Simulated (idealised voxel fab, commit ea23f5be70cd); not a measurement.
The name of this process module is voxel capacitor over wiring.
The width of the displayed cross-section, cut, is 160 nm; its cells are square, with a size of 5 nm.
The cross-sections in this document take the form of a grid made of square cells. They are written out as bands, in order from top to bottom. Each band consists of one or more rows of cells. For a band, the entry starts with two heights in nm, that of the top and then that of the bottom, and carries on with the band's materials in order from left to right, each alongside its width in nm; the word "all across" beside a single material means it fills the band edge to edge, and "air" means empty space. Convention: height 0 is the level below which the wafer, as received, is all one material. The lowest band does not terminate at the bottom but continues downward, represented as "top 0, no bottom". When a width is written as two numbers, as in "30 to 40", the first number is the width in the top row of cells of the band and the second is the width in its bottom row, and the width changes by the same amount from each row to the next. The designation "nothing got changed", where it is given for a processing step, indicates that no cell of the cross-section was altered in the course of that step. Under "closed voids" you'll find the enclosed gaps, the ones with no way out to the top, that are 8 cells or bigger; each reads width x height at distance, with distance counted from the left edge, everything in nm. Post-settings text on a step line: simulator's own remark regarding the step. A step line may carry the setting "overlay nm", which, for steps involving a mask, states the distance by which the mask lay to the right of its intended position; negative values denote displacement to the left.

The steps planned for the process are as follows:
1) RECEIVE: material Si
2) CONFORMAL_DEP: material SiO2, thk nm 10
3) DIRECTIONAL_DEP: material TiN, thk nm 5
4) DIRECTIONAL_DEP: material Ru, thk nm 20
5) PATTERN: tone cover, mask id METAL_1, material resist, width nm 25, pitch nm 75, thk nm 15, overlay nm 0
6) DIRECTIONAL_ETCH: etch materials Ru, depth nm 20
7) DIRECTIONAL_ETCH: etch materials TiN, depth nm 5
8) STRIP: etch materials resist
9) CONFORMAL_DEP: material SiCN, thk nm 5
10) FILL_DEP: material lowk, thk nm 10
11) CMP: height nm 35
12) CONFORMAL_DEP: material SiCN, thk nm 5
13) DIRECTIONAL_DEP: material lowk, thk nm 10
14) PATTERN: tone open, mask id PLUG_1, material resist, width nm 15, thk nm 15, overlay nm 0
15) DIRECTIONAL_ETCH: etch materials lowk, depth nm 10
16) DIRECTIONAL_ETCH: etch materials SiCN, depth nm 5
17) STRIP: etch materials resist
18) CONFORMAL_DEP: material TiN, thk nm 5
19) FILL_DEP: material Cu, thk nm 5
20) CMP: height nm 50
21) DIRECTIONAL_DEP: material TiN, thk nm 5
22) DIRECTIONAL_DEP: material Al2O3, thk nm 5
23) DIRECTIONAL_DEP: material TiN, thk nm 10
24) MASKED_ETCH: tone cover, mask id UPPER_PLATE, width nm 55, etch materials TiN, depth nm 10, overlay nm 0
25) MASKED_ETCH: tone cover, mask id UPPER_PLATE, width nm 55, etch materials Al2O3, depth nm 5, overlay nm 0
26) MASKED_ETCH: tone cover, mask id LOWER_PLATE, width nm 65, etch materials TiN, depth nm 5, overlay nm 0
27) FILL_DEP: material SiO2, thk nm 15
28) CMP: height nm 80
29) DIRECTIONAL_DEP: material aC, thk nm 15
30) PATTERN: tone open, mask id PLUG_2, material resist, width nm 15, thk nm 35, overlay nm 0
31) DIRECTIONAL_ETCH: etch materials aC, depth nm 15
32) STRIP: etch materials resist
33) DIRECTIONAL_ETCH: etch materials SiO2, depth nm 10
34) STRIP: etch materials aC
35) CONFORMAL_DEP: material TiN, thk nm 5
36) FILL_DEP: material Cu, thk nm 10
37) CMP: height nm 80
38) CONFORMAL_DEP: material SiCN, thk nm 5

First of two wafers: run as planned:

This is the cross-section of the wafer as we received it, i.e. after step 1:
- top 0, no bottom | Si all across
- closed voids: none

Cross-sectional representation of the wafer at the conclusion of step 2:
- top 10, bottom 0 | SiO2 all across
- Anything lower than 0 is untouched.

Cross-sectional representation of the wafer at the conclusion of step 3:
- top 15, bottom 10 | TiN all across
- Anything lower than 10 is untouched.

Cross-sectional representation of the wafer at the conclusion of step 4:
- top 35, bottom 15 | Ru all across
- Anything lower than 15 is untouched.

Cross-sectional representation of the wafer at the conclusion of step 5:
- top 50, bottom 35 | air=30, resist=25, air=50, resist=25, air=30
- Anything lower than 35 is untouched.

Cross-sectional representation of the wafer at the conclusion of step 6:
- top 50, bottom 35 | air=30, resist=25, air=50, resist=25, air=30
- top 35, bottom 15 | air=30, Ru=25, air=50, Ru=25, air=30
- Anything lower than 15 is untouched.

Cross-sectional representation of the wafer at the conclusion of step 7:
- top 50, bottom 35 | air=30, resist=25, air=50, resist=25, air=30
- top 35, bottom 15 | air=30, Ru=25, air=50, Ru=25, air=30
- top 15, bottom 10 | air=30, TiN=25, air=50, TiN=25, air=30
- Anything lower than 10 is untouched.

Cross-sectional representation of the wafer at the conclusion of step 8:
- top 35, bottom 15 | air=30, Ru=25, air=50, Ru=25, air=30
- Anything lower than 15 is untouched.

Cross-sectional representation of the wafer at the conclusion of step 9:
- top 40, bottom 35 | air=25, SiCN=35, air=40, SiCN=35, air=25
- top 35, bottom 15 | air=25, SiCN=5, Ru=25, SiCN=5, air=40, SiCN=5, Ru=25, SiCN=5, air=25
- top 15, bottom 10 | SiCN=30, TiN=25, SiCN=50, TiN=25, SiCN=30
- Anything lower than 10 is untouched.

Cross-sectional representation of the wafer at the conclusion of step 10:
- top 50, bottom 40 | lowk all across
- top 40, bottom 35 | lowk=25, SiCN=35, lowk=40, SiCN=35, lowk=25
- top 35, bottom 15 | lowk=25, SiCN=5, Ru=25, SiCN=5, lowk=40, SiCN=5, Ru=25, SiCN=5, lowk=25
- Anything lower than 15 is untouched.

Cross-sectional representation of the wafer at the conclusion of step 11:
- top 35, bottom 15 | lowk=25, SiCN=5, Ru=25, SiCN=5, lowk=40, SiCN=5, Ru=25, SiCN=5, lowk=25
- Anything lower than 15 is untouched.

Cross-sectional representation of the wafer at the conclusion of step 12:
- top 40, bottom 35 | SiCN all across
- Anything lower than 35 is untouched.

Cross-sectional representation of the wafer at the conclusion of step 13:
- top 50, bottom 40 | lowk all across
- Anything lower than 40 is untouched.

Cross-sectional representation of the wafer at the conclusion of step 14:
- top 65, bottom 50 | resist=40, air=15, resist=105
- Anything lower than 50 is untouched.

Cross-sectional representation of the wafer at the conclusion of step 15:
- top 65, bottom 50 | resist=40, air=15, resist=105
- top 50, bottom 40 | lowk=40, air=15, lowk=105
- Anything lower than 40 is untouched.

Cross-sectional representation of the wafer at the conclusion of step 16:
- top 65, bottom 50 | resist=40, air=15, resist=105
- top 50, bottom 40 | lowk=40, air=15, lowk=105
- top 40, bottom 35 | SiCN=40, air=15, SiCN=105
- Anything lower than 35 is untouched.

Cross-sectional representation of the wafer at the conclusion of step 17:
- top 50, bottom 40 | lowk=40, air=15, lowk=105
- Anything lower than 40 is untouched.

Cross-sectional representation of the wafer at the conclusion of step 18:
- top 55, bottom 50 | TiN=45, air=5, TiN=110
- top 50, bottom 40 | lowk=40, TiN=5, air=5, TiN=5, lowk=105
- top 40, bottom 35 | SiCN=40, TiN=15, SiCN=105
- Anything lower than 35 is untouched.

Cross-sectional representation of the wafer at the conclusion of step 19:
- top 60, bottom 55 | Cu all across
- top 55, bottom 50 | TiN=45, Cu=5, TiN=110
- top 50, bottom 40 | lowk=40, TiN=5, Cu=5, TiN=5, lowk=105
- Anything lower than 40 is untouched.

Cross-sectional representation of the wafer at the conclusion of step 20:
- top 50, bottom 40 | lowk=40, TiN=5, Cu=5, TiN=5, lowk=105
- Anything lower than 40 is untouched.

Cross-sectional representation of the wafer at the conclusion of step 21:
- top 55, bottom 50 | TiN all across
- Anything lower than 50 is untouched.

Cross-sectional representation of the wafer at the conclusion of step 22:
- top 60, bottom 55 | Al2O3 all across
- Anything lower than 55 is untouched.

Cross-sectional representation of the wafer at the conclusion of step 23:
- top 70, bottom 60 | TiN all across
- Anything lower than 60 is untouched.

Cross-sectional representation of the wafer at the conclusion of step 24:
- top 70, bottom 60 | air=40, TiN=55, air=65
- Anything lower than 60 is untouched.

Cross-sectional representation of the wafer at the conclusion of step 25:
- top 70, bottom 60 | air=40, TiN=55, air=65
- top 60, bottom 55 | air=40, Al2O3=55, air=65
- Anything lower than 55 is untouched.

Cross-sectional representation of the wafer at the conclusion of step 26:
- top 70, bottom 60 | air=40, TiN=55, air=65
- top 60, bottom 55 | air=40, Al2O3=55, air=65
- top 55, bottom 50 | air=35, TiN=65, air=60
- Anything lower than 50 is untouched.

Cross-sectional representation of the wafer at the conclusion of step 27:
- top 85, bottom 70 | SiO2 all across
- top 70, bottom 60 | SiO2=40, TiN=55, SiO2=65
- top 60, bottom 55 | SiO2=40, Al2O3=55, SiO2=65
- top 55, bottom 50 | SiO2=35, TiN=65, SiO2=60
- Anything lower than 50 is untouched.

Cross-sectional representation of the wafer at the conclusion of step 28:
- top 80, bottom 70 | SiO2 all across
- Anything lower than 70 is untouched.

Cross-sectional representation of the wafer at the conclusion of step 29:
- top 95, bottom 80 | aC all across
- Anything lower than 80 is untouched.

Cross-sectional representation of the wafer at the conclusion of step 30:
- top 130, bottom 95 | resist=50, air=15, resist=95
- Anything lower than 95 is untouched.

Cross-sectional representation of the wafer at the conclusion of step 31:
- top 115, bottom 95 | resist=50, air=15, resist=95
- top 95, bottom 80 | aC=50, air=15, aC=95
- Anything lower than 80 is untouched.

Cross-sectional representation of the wafer at the conclusion of step 32:
- top 95, bottom 80 | aC=50, air=15, aC=95
- Anything lower than 80 is untouched.

Cross-sectional representation of the wafer at the conclusion of step 33:
- top 95, bottom 80 | aC=50, air=15, aC=95
- top 80, bottom 70 | SiO2=50, air=15, SiO2=95
- Anything lower than 70 is untouched.

Cross-sectional representation of the wafer at the conclusion of step 34:
- top 80, bottom 70 | SiO2=50, air=15, SiO2=95
- Anything lower than 70 is untouched.

Cross-sectional representation of the wafer at the conclusion of step 35:
- top 85, bottom 80 | TiN=55, air=5, TiN=100
- top 80, bottom 75 | SiO2=50, TiN=5, air=5, TiN=5, SiO2=95
- top 75, bottom 70 | SiO2=50, TiN=15, SiO2=95
- Anything lower than 70 is untouched.

Cross-sectional representation of the wafer at the conclusion of step 36:
- top 95, bottom 85 | Cu all across
- top 85, bottom 80 | TiN=55, Cu=5, TiN=100
- top 80, bottom 75 | SiO2=50, TiN=5, Cu=5, TiN=5, SiO2=95
- Anything lower than 75 is untouched.

Cross-sectional representation of the wafer at the conclusion of step 37:
- top 80, bottom 75 | SiO2=50, TiN=5, Cu=5, TiN=5, SiO2=95
- Anything lower than 75 is untouched.

Cross-sectional representation of the wafer at the conclusion of step 38:
- top 85, bottom 80 | SiCN all across
- Anything lower than 80 is untouched.

Second of two: same start, same plan, one run error; steps up to and including 23 match the first:

Second wafer, cross-section, planned end of step 24:
- top 70, bottom 60 | TiN=40, air=55, TiN=65
- Anything lower than 60 is untouched.

Second wafer, cross-section, planned end of step 25: nothing got changed

Second wafer, cross-section, planned end of step 26:
- top 70, bottom 65 | air=35, TiN=5, air=55, TiN=5, air=60
- Anything lower than 65 is untouched.

Second wafer, cross-section, planned end of step 27:
- top 85, bottom 70 | SiO2 all across
- top 70, bottom 65 | SiO2=35, TiN=5, SiO2=55, TiN=5, SiO2=60
- top 65, bottom 60 | TiN=40, SiO2=55, TiN=65
- Anything lower than 60 is untouched.

Second wafer, cross-section, planned end of step 28:
- top 80, bottom 70 | SiO2 all across
- Anything lower than 70 is untouched.

Second wafer, cross-section, planned end of step 29:
- top 95, bottom 80 | aC all across
- Anything lower than 80 is untouched.

Second wafer, cross-section, planned end of step 30:
- top 130, bottom 95 | resist=50, air=15, resist=95
- Anything lower than 95 is untouched.

Second wafer, cross-section, planned end of step 31:
- top 115, bottom 95 | resist=50, air=15, resist=95
- top 95, bottom 80 | aC=50, air=15, aC=95
- Anything lower than 80 is untouched.

Second wafer, cross-section, planned end of step 32:
- top 95, bottom 80 | aC=50, air=15, aC=95
- Anything lower than 80 is untouched.

Second wafer, cross-section, planned end of step 33:
- top 95, bottom 80 | aC=50, air=15, aC=95
- top 80, bottom 70 | SiO2=50, air=15, SiO2=95
- Anything lower than 70 is untouched.

Second wafer, cross-section, planned end of step 34:
- top 80, bottom 70 | SiO2=50, air=15, SiO2=95
- Anything lower than 70 is untouched.

Second wafer, cross-section, planned end of step 35:
- top 85, bottom 80 | TiN=55, air=5, TiN=100
- top 80, bottom 75 | SiO2=50, TiN=5, air=5, TiN=5, SiO2=95
- top 75, bottom 70 | SiO2=50, TiN=15, SiO2=95
- Anything lower than 70 is untouched.

Second wafer, cross-section, planned end of step 36:
- top 95, bottom 85 | Cu all across
- top 85, bottom 80 | TiN=55, Cu=5, TiN=100
- top 80, bottom 75 | SiO2=50, TiN=5, Cu=5, TiN=5, SiO2=95
- Anything lower than 75 is untouched.

Second wafer, cross-section, planned end of step 37:
- top 80, bottom 75 | SiO2=50, TiN=5, Cu=5, TiN=5, SiO2=95
- Anything lower than 75 is untouched.

Second wafer, cross-section, planned end of step 38:
- top 85, bottom 80 | SiCN all across
- Anything lower than 80 is untouched.
Run error: heads up, step 24 didn't go per plan, it actually ran as MASKED_ETCH: tone open, mask id UPPER_PLATE, width nm 55, etch materials TiN, depth nm 10, overlay nm 0
Final cells, second wafer relative to first, materials higher or lower: +21 Al2O3 | -41 SiO2 | +20 TiN
